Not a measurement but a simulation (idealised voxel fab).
Module name: voxel double patterning (process module)
255 nm wide, 5 nm square cells: that's cross-section cut.
Throughout this document, each cross-section is represented as a grid of square cells and is presented as a sequence of bands enumerated from the top downward, where a band comprises one or more rows of cells. Top, bottom (nm), then materials left to right with widths (nm); lone material tagged "everywhere" fills the whole band edge to edge; "blank" = empty space. Height is counted from the level 0, under which the received wafer is composed throughout of one material. The lowest of the bands is not closed at the bottom but continues downward, in the notation "from 0 down". The notation "30->40" denotes a width that varies across the rows of cells in the band, beginning at the first number in the top row, finishing at the second number in the bottom row, and changing by an identical amount from each row to the next. Basically "nothing changed" means that step didn't change any cell in the cross-section. So "Voids lacking openings" is basically the list of trapped voids: any empty space of 8 cells or more that can't reach the top through an opening. They're written width x height at distance, the distance being from the left edge, and it's all nm. Note: text after step settings on the step line = simulator remark on that step. The optional step-line setting "overlay nm" applies to steps with a mask and quantifies how far to the right of its planned location the mask lay, a negative value indicating leftward placement.

# Steps in the process plan
- 1: RECEIVE, material Si
- 2: CONFORMAL_DEP, material SiO2, thk nm 10
- 3: DIRECTIONAL_DEP, material polySi, thk nm 15
- 4: DIRECTIONAL_DEP, material SiCN, thk nm 5
- 5: PATTERN, tone open, mask id FIRST, material resist, width nm 15, pitch nm 50, thk nm 15, overlay nm 0
- 6: DIRECTIONAL_ETCH, etch materials SiCN, depth nm 5
- 7: STRIP, etch materials resist
- 8: MASKED_ETCH, tone open, mask id SECOND, width nm 15, etch materials SiCN, depth nm 5, overlay nm 0
- 9: DIRECTIONAL_ETCH, etch materials polySi, depth nm 15
- 10: STRIP, etch materials SiCN

# The cross-section here shows the wafer as received, i.e. in its state after step 1
from 0 down | Si everywhere
Voids lacking openings: none

# The module was run from the start shown above using the plan shown above, but one mistake was made doing it; the resulting wafer cross-section is below
from 35 to 20 | polySi 95 nm | blank 15 nm | polySi 10 nm | blank 15 nm | polySi 10 nm | blank 15 nm | polySi 95 nm
from 20 to 10 | polySi everywhere
from 10 to 0 | SiO2 everywhere
from 0 down | Si everywhere
Voids lacking openings: none
Diagnosis: heads up, step 3 didn't go per plan, it actually ran as DIRECTIONAL_DEP, material polySi, thk nm 25
